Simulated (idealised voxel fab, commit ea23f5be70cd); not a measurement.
process module | voxel fin reveal
cross-section cut | 285 nm wide | cells 5 nm
A cross-section is a grid of square cells, given in bands from the top down. A band is one or more rows of cells.
Each band's line starts with the height of the band's top and of its bottom, in nm. Then come its materials from left to right, each with its width in nm. One material with "throughout" fills the band from edge to edge. "air" is empty space.
Height 0 is the level under which the wafer as received is all one material. The lowest band goes on downwards, as in "0 down".
A width such as "30 to 40" changes by the same amount from each row of cells to the next, from the band's top row to its bottom row.
"no change" after a step means that no cell of the cross-section changed.
closed voids: empty space of 8 cells or more with no open way to the top, each as width x height at its distance from the left edge, in nm
after a step's settings: what the simulator itself notes on the step
overlay nm, on a step with a mask: how far to the right of its planned place the mask lay; to the left if negative
plan
1 op RECEIVE | material Si
2 op CONFORMAL_DEP | material SiN | thk nm 10
3 op MASKED_ETCH | tone cover | mask id FINS | width nm 15 | pitch nm 35 | etch materials SiN | depth nm 10 | overlay nm 0
4 op MASKED_ETCH | tone cover | mask id FINS | width nm 15 | pitch nm 35 | etch materials Si | depth nm 30 | overlay nm 0
5 op OXIDIZE | depth nm 5
6 op FILL_DEP | material SiO2 | thk nm 15
7 op CMP | height nm 10
8 op SELECTIVE_ETCH | etch materials SiO2 | depth nm 30
9 op STRIP | etch materials SiN
first wafer, as planned
as received, after step 1
  0 down: Si throughout
  closed voids: none
after step 2
  10 to 0: SiN throughout
  below 0: unchanged
after step 3
  10 to 0: air 115 | SiN 15 | air 20 | SiN 15 | air 120
  below 0: unchanged
after step 4
  10 to 0: air 115 | SiN 15 | air 20 | SiN 15 | air 120
  0 to -30: air 115 | Si 15 | air 20 | Si 15 | air 120
  below -30: unchanged
after step 5
  10 to 0: air 115 | SiN 15 | air 20 | SiN 15 | air 120
  0 to -30: air 115 | SiO2 5 | Si 5 | SiO2 5 | air 20 | SiO2 5 | Si 5 | SiO2 5 | air 120
  -30 to -35: SiO2 120 | Si 5 | SiO2 30 | Si 5 | SiO2 125
  below -35: unchanged
after step 6
  25 to 10: SiO2 throughout
  10 to 0: SiO2 115 | SiN 15 | SiO2 20 | SiN 15 | SiO2 120
  0 to -35: SiO2 120 | Si 5 | SiO2 30 | Si 5 | SiO2 125
  below -35: unchanged
after step 7
  10 to 0: SiO2 115 | SiN 15 | SiO2 20 | SiN 15 | SiO2 120
  below 0: unchanged
after step 8
  10 to 0: air 115 | SiN 15 | air 20 | SiN 15 | air 120
  0 to -20: air 120 | Si 5 | air 30 | Si 5 | air 125
  below -20: unchanged
after step 9
  0 to -20: air 120 | Si 5 | air 30 | Si 5 | air 125
  below -20: unchanged
second wafer: like start, like plan, one mistake. Through step 3 it matches the first wafer
when step 4 should have ended
  10 to 0: air 115 | SiN 15 | air 20 | SiN 15 | air 120
  0 to -60: air 115 | Si 15 | air 20 | Si 15 | air 120
  below -60: unchanged
when step 5 should have ended
  10 to 0: air 115 | SiN 15 | air 20 | SiN 15 | air 120
  0 to -60: air 115 | SiO2 5 | Si 5 | SiO2 5 | air 20 | SiO2 5 | Si 5 | SiO2 5 | air 120
  -60 to -65: SiO2 120 | Si 5 | SiO2 30 | Si 5 | SiO2 125
  below -65: unchanged
when step 6 should have ended
  25 to 10: SiO2 throughout
  10 to 0: SiO2 115 | SiN 15 | SiO2 20 | SiN 15 | SiO2 120
  0 to -65: SiO2 120 | Si 5 | SiO2 30 | Si 5 | SiO2 125
  below -65: unchanged
when step 7 should have ended
  10 to 0: SiO2 115 | SiN 15 | SiO2 20 | SiN 15 | SiO2 120
  below 0: unchanged
when step 8 should have ended
  10 to 0: air 115 | SiN 15 | air 20 | SiN 15 | air 120
  0 to -20: air 120 | Si 5 | air 30 | Si 5 | air 125
  below -20: unchanged
when step 9 should have ended
  0 to -20: air 120 | Si 5 | air 30 | Si 5 | air 125
  below -20: unchanged
what went wrong: step 4 was run twice
at the end the second wafer has, in cells: 330 fewer of Si | 330 more of SiO2
